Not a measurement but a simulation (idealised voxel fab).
Proc. module: voxel ribs on slabs
Displayed cross-section: cut, width of 150 nm, square cells sized 5 nm.
For the purposes of this document, a cross-section shall be understood as a grid of square cells, specified as bands listed in top-to-bottom order, each band consisting of one or more rows of cells.
Per band: top height and bottom height in nm, followed by the left-to-right materials and their widths in nm; "all across" marks a single material spanning edge to edge, "air" marks empty space.
Height datum 0, below which the as-received substrate wafer is one material. Lowest band open at the bottom, running downward: "z 0 and below".
Quick explanation for "30..40": the width changes in equal steps down the rows of cells, from the first number in the band's top row to the second number in its bottom row.
What does "no alteration" mean for a step? It means no cell of the cross-section changed in that step.
"Enclosed cavities" lists enclosed empty spaces (at least 8 cells, no open path upward to the top), each as width x height at distance from the left edge, in nm.
If you see something after the settings on a step's line, that's the simulator's own remark about that step.
overlay nm: mask right of planned place by this much (step with mask). Neg. = left.

THE FOLLOWING LIST GIVES THE PLANNED PROCESS STEPS
1: RECEIVE | material Si
2: DIRECTIONAL_DEP | material SiO2 | thk nm 25
3: DIRECTIONAL_DEP | material polySi | thk nm 25
4: MASKED_ETCH | tone cover | mask id RIB | width nm 20 | etch materials polySi | depth nm 5 | overlay nm 0
5: MASKED_ETCH | tone cover | mask id SLAB | width nm 50 | etch materials polySi | depth nm 20 | overlay nm 0
6: FILL_DEP | material SiO2 | thk nm 25
7: CMP | height nm 65
8: DIRECTIONAL_DEP | material W | thk nm 5
9: DIRECTIONAL_DEP | material aC | thk nm 10
10: PATTERN | tone cover | mask id HEATER | material resist | width nm 30 | thk nm 25 | overlay nm 0
11: DIRECTIONAL_ETCH | etch materials aC | depth nm 10
12: STRIP | etch materials resist
13: DIRECTIONAL_ETCH | etch materials W | depth nm 5
14: STRIP | etch materials aC
15: CONFORMAL_DEP | material SiN | thk nm 5

INCOMING WAFER IN CROSS-SECTION (STATE: AFTER STEP 1)
z 0 and below | Si all across
Enclosed cavities: none

STARTING WAFER: ABOVE. PLAN: ABOVE. RUN: ONE MISTAKE. CROSS-SECTION AFTER THE MODULE: BELOW
z 75 to 70 | air=55, then SiN=40, then air=55
z 70 to 65 | SiN=60, then W=30, then SiN=60
z 65 to 25 | SiO2 all across
z 25 to 0 | polySi all across
z 0 and below | Si all across
Enclosed cavities: none
The mistake made against the process plan was this: steps 2 and 3 traded places in the executed sequence
